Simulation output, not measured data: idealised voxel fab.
Module name: voxel capacitor over wiring (process module)
FYI the section here is cut, 240 nm wide, cells are 5 nm squares.
Notation: cross-section as square-cell grid; stated in bands, top first, going down; one or more cell rows per band. This entry defines a band. It first specifies the height of the band's top and the height of its bottom in nm, and then specifies the band's materials from left to right, stating each material with its width in nm. The word "edge to edge" identifies a single material that fills the band from edge to edge, while the word "air" identifies empty space. We count height from 0. Below that, the starting wafer is all one material. The lowest band never ends at the bottom but goes on down; see "0 and below" for how that is written. A width such as "30->40" changes by the same amount from each row of cells to the next, from the band's top row to its bottom row. "nothing altered" means the step left every cell of the cross-section as it was. "closed voids" means: voids of 8 cells or more that are shut off from the top with no open way through. Written width x height at distance, distance from the left edge, in nm. On a step's line, text after the settings is the simulator commenting on that step. A step's line can hold "overlay nm"; with a mask on that step, the setting says how far right of the planned place the mask lay, while a negative setting says it lay to the left.
List of planned process steps
1,RECEIVE with material Si
2,CONFORMAL_DEP with material SiO2, thk nm 15
3,DIRECTIONAL_DEP with material TiN, thk nm 5
4,DIRECTIONAL_DEP with material Ru, thk nm 15
5,DIRECTIONAL_DEP with material aC, thk nm 10
6,PATTERN with tone cover, mask id METAL_1, material resist, width nm 25, pitch nm 75, thk nm 25, overlay nm 0
7,DIRECTIONAL_ETCH with etch materials aC, depth nm 10
8,STRIP with etch materials resist
9,DIRECTIONAL_ETCH with etch materials Ru, depth nm 15
10,DIRECTIONAL_ETCH with etch materials TiN, depth nm 5
11,STRIP with etch materials aC
12,FILL_DEP with material SiO2, thk nm 10
13,CMP with height nm 35
14,CONFORMAL_DEP with material SiCN, thk nm 5
15,DIRECTIONAL_DEP with material SiO2, thk nm 20
16,MASKED_ETCH with tone open, mask id PLUG_1, width nm 15, etch materials SiO2, depth nm 20, overlay nm 0
17,MASKED_ETCH with tone open, mask id PLUG_1, width nm 15, etch materials SiCN, depth nm 5, overlay nm 0
18,EPI with material Ru, thk nm 10
19,EPI with material Ru, thk nm 10
20,EPI with material Ru, thk nm 5
21,DIRECTIONAL_DEP with material TiN, thk nm 10
22,DIRECTIONAL_DEP with material SiN, thk nm 5
23,DIRECTIONAL_DEP with material TiN, thk nm 10
24,DIRECTIONAL_DEP with material aC, thk nm 15
25,PATTERN with tone cover, mask id UPPER_PLATE, material resist, width nm 55, thk nm 30, overlay nm 0
26,DIRECTIONAL_ETCH with etch materials aC, depth nm 15
27,STRIP with etch materials resist
28,DIRECTIONAL_ETCH with etch materials TiN, depth nm 10
29,DIRECTIONAL_ETCH with etch materials SiN, depth nm 5
30,STRIP with etch materials aC
31,DIRECTIONAL_DEP with material aC, thk nm 15
32,PATTERN with tone cover, mask id LOWER_PLATE, material resist, width nm 65, thk nm 30, overlay nm 0
33,DIRECTIONAL_ETCH with etch materials aC, depth nm 15
34,STRIP with etch materials resist
35,DIRECTIONAL_ETCH with etch materials TiN, depth nm 10
36,STRIP with etch materials aC
37,FILL_DEP with material SiO2, thk nm 15
38,CMP with height nm 95
39,DIRECTIONAL_DEP with material aC, thk nm 10
40,PATTERN with tone open, mask id PLUG_2, material resist, width nm 15, thk nm 30, overlay nm 0
41,DIRECTIONAL_ETCH with etch materials aC, depth nm 10
42,STRIP with etch materials resist
43,DIRECTIONAL_ETCH with etch materials SiO2, depth nm 10
44,STRIP with etch materials aC
45,CONFORMAL_DEP with material TiN, thk nm 5
46,FILL_DEP with material Cu, thk nm 5
47,CMP with height nm 95
48,CONFORMAL_DEP with material SiN, thk nm 5
Incoming wafer, cross-sectional view, post step 1
  0 and below = Si edge to edge
  closed voids: none
The cross-section shown corresponds to the wafer at the conclusion of the module. The initial structure and the process plan are those presented above; however, one mistake occurred in executing the plan
  100 down to 95 = SiN edge to edge
  95 down to 90 = SiO2=90, then TiN=5, then Cu=5, then TiN=5, then SiO2=135
  90 down to 85 = SiO2=90, then TiN=15, then SiO2=135
  85 down to 75 = SiO2=80, then TiN=55, then SiO2=105
  75 down to 70 = SiO2=80, then SiN=55, then SiO2=105
  70 down to 60 = SiN edge to edge
  60 down to 40 = SiO2=80, then Ru=15, then SiO2=145
  40 down to 35 = SiCN=80, then Ru=15, then SiCN=145
  35 down to 20 = SiO2=70, then Ru=25, then SiO2=50, then Ru=25, then SiO2=70
  20 down to 15 = SiO2=70, then TiN=25, then SiO2=50, then TiN=25, then SiO2=70
  15 down to 0 = SiO2 edge to edge
  0 and below = Si edge to edge
  closed voids: none
Against the plan, the run slipped here: step 21 deviated from plan and actually ran as DIRECTIONAL_DEP with material SiN, thk nm 10
